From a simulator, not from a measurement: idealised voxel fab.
process module | voxel gate over fins
cross-section cut | 265 nm wide | cells 5 nm
A cross-section is a grid of square cells, given in bands from the top down. A band is one or more rows of cells.
Each band's line starts with the height of the band's top and of its bottom, in nm. Then come its materials from left to right, each with its width in nm. One material with "throughout" fills the band from edge to edge. "air" is empty space.
Height 0 is the level under which the wafer as received is all one material. The lowest band goes on downwards, as in "0 down".
A width such as "30 to 40" changes by the same amount from each row of cells to the next, from the band's top row to its bottom row.
"no change" after a step means that no cell of the cross-section changed.
closed voids: empty space of 8 cells or more with no open way to the top, each as width x height at its distance from the left edge, in nm
after a step's settings: what the simulator itself notes on the step
overlay nm, on a step with a mask: how far to the right of its planned place the mask lay; to the left if negative
plan
1 op RECEIVE | material Si
2 op CONFORMAL_DEP | material SiN | thk nm 10
3 op MASKED_ETCH | tone cover | mask id FINS | width nm 15 | pitch nm 45 | etch materials SiN | depth nm 10 | overlay nm 0
4 op MASKED_ETCH | tone cover | mask id FINS | width nm 15 | pitch nm 45 | etch materials Si | depth nm 30 | overlay nm 0
5 op OXIDIZE | depth nm 5
6 op FILL_DEP | material SiO2 | thk nm 5
7 op CMP | height nm 10
8 op SELECTIVE_ETCH | etch materials SiO2 | depth nm 25
9 op STRIP | etch materials SiN
10 op CONFORMAL_DEP | material HfO2 | thk nm 5
11 op CONFORMAL_DEP | material TiN | thk nm 5
12 op CONFORMAL_DEP | material TiAl | thk nm 5
13 op CONFORMAL_DEP | material TiN | thk nm 5
14 op FILL_DEP | material W | thk nm 10
15 op CMP | height nm 25
16 op CONFORMAL_DEP | material SiCN | thk nm 10
as received, after step 1
  0 down: Si throughout
  closed voids: none
first wafer at the end, as planned
  35 to 25: SiCN throughout
  25 to 20: W throughout
  20 to 15: W 40 | TiN 180 | W 45
  15 to 10: W 40 | TiN 5 | TiAl 35 | TiN 10 | TiAl 35 | TiN 10 | TiAl 35 | TiN 10 | TiAl 35 | TiN 5 | W 45
  10 to 5: W 40 | TiN 5 | TiAl 5 | TiN 25 | TiAl 5 | TiN 10 | TiAl 5 | TiN 25 | TiAl 5 | TiN 10 | TiAl 5 | TiN 25 | TiAl 5 | TiN 10 | TiAl 5 | TiN 25 | TiAl 5 | TiN 5 | W 45
  5 to 0: TiN 45 | TiAl 5 | TiN 5 | HfO2 15 | TiN 5 | TiAl 5 | TiN 10 | TiAl 5 | TiN 5 | HfO2 15 | TiN 5 | TiAl 5 | TiN 10 | TiAl 5 | TiN 5 | HfO2 15 | TiN 5 | TiAl 5 | TiN 10 | TiAl 5 | TiN 5 | HfO2 15 | TiN 5 | TiAl 5 | TiN 50
  0 to -5: TiAl 50 | TiN 5 | HfO2 5 | Si 5 | HfO2 5 | TiN 5 | TiAl 20 | TiN 5 | HfO2 5 | Si 5 | HfO2 5 | TiN 5 | TiAl 20 | TiN 5 | HfO2 5 | Si 5 | HfO2 5 | TiN 5 | TiAl 20 | TiN 5 | HfO2 5 | Si 5 | HfO2 5 | TiN 5 | TiAl 55
  -5 to -10: TiN 55 | HfO2 5 | Si 5 | HfO2 5 | TiN 30 | HfO2 5 | Si 5 | HfO2 5 | TiN 30 | HfO2 5 | Si 5 | HfO2 5 | TiN 30 | HfO2 5 | Si 5 | HfO2 5 | TiN 60
  -10 to -15: HfO2 60 | Si 5 | HfO2 40 | Si 5 | HfO2 40 | Si 5 | HfO2 40 | Si 5 | HfO2 65
  -15 to -35: SiO2 60 | Si 5 | SiO2 40 | Si 5 | SiO2 40 | Si 5 | SiO2 40 | Si 5 | SiO2 65
  -35 down: Si throughout
  closed voids: none
second wafer at the end: like start, like plan, one mistake
  35 to 25: SiCN throughout
  25 to 20: W throughout
  20 to 15: TiN throughout
  15 to 10: TiAl throughout
  10 to 5: TiN 60 | TiAl 5 | TiN 40 | TiAl 5 | TiN 40 | TiAl 5 | TiN 40 | TiAl 5 | TiN 65
  5 to 0: HfO2 55 | TiN 15 | HfO2 30 | TiN 15 | HfO2 30 | TiN 15 | HfO2 30 | TiN 15 | HfO2 60
  0 to -5: Si 50 | HfO2 25 | Si 20 | HfO2 25 | Si 20 | HfO2 25 | Si 20 | HfO2 25 | Si 55
  -5 down: Si throughout
  closed voids: none
what went wrong: step 3 ran as: op MASKED_ETCH | tone open | mask id FINS | width nm 15 | pitch nm 45 | etch materials SiN | depth nm 10 | overlay nm 0
at the end the second wafer has, in cells: 16 fewer of HfO2 | 323 more of Si | 196 fewer of SiO2 | 20 fewer of TiAl | 40 fewer of TiN | 51 fewer of W
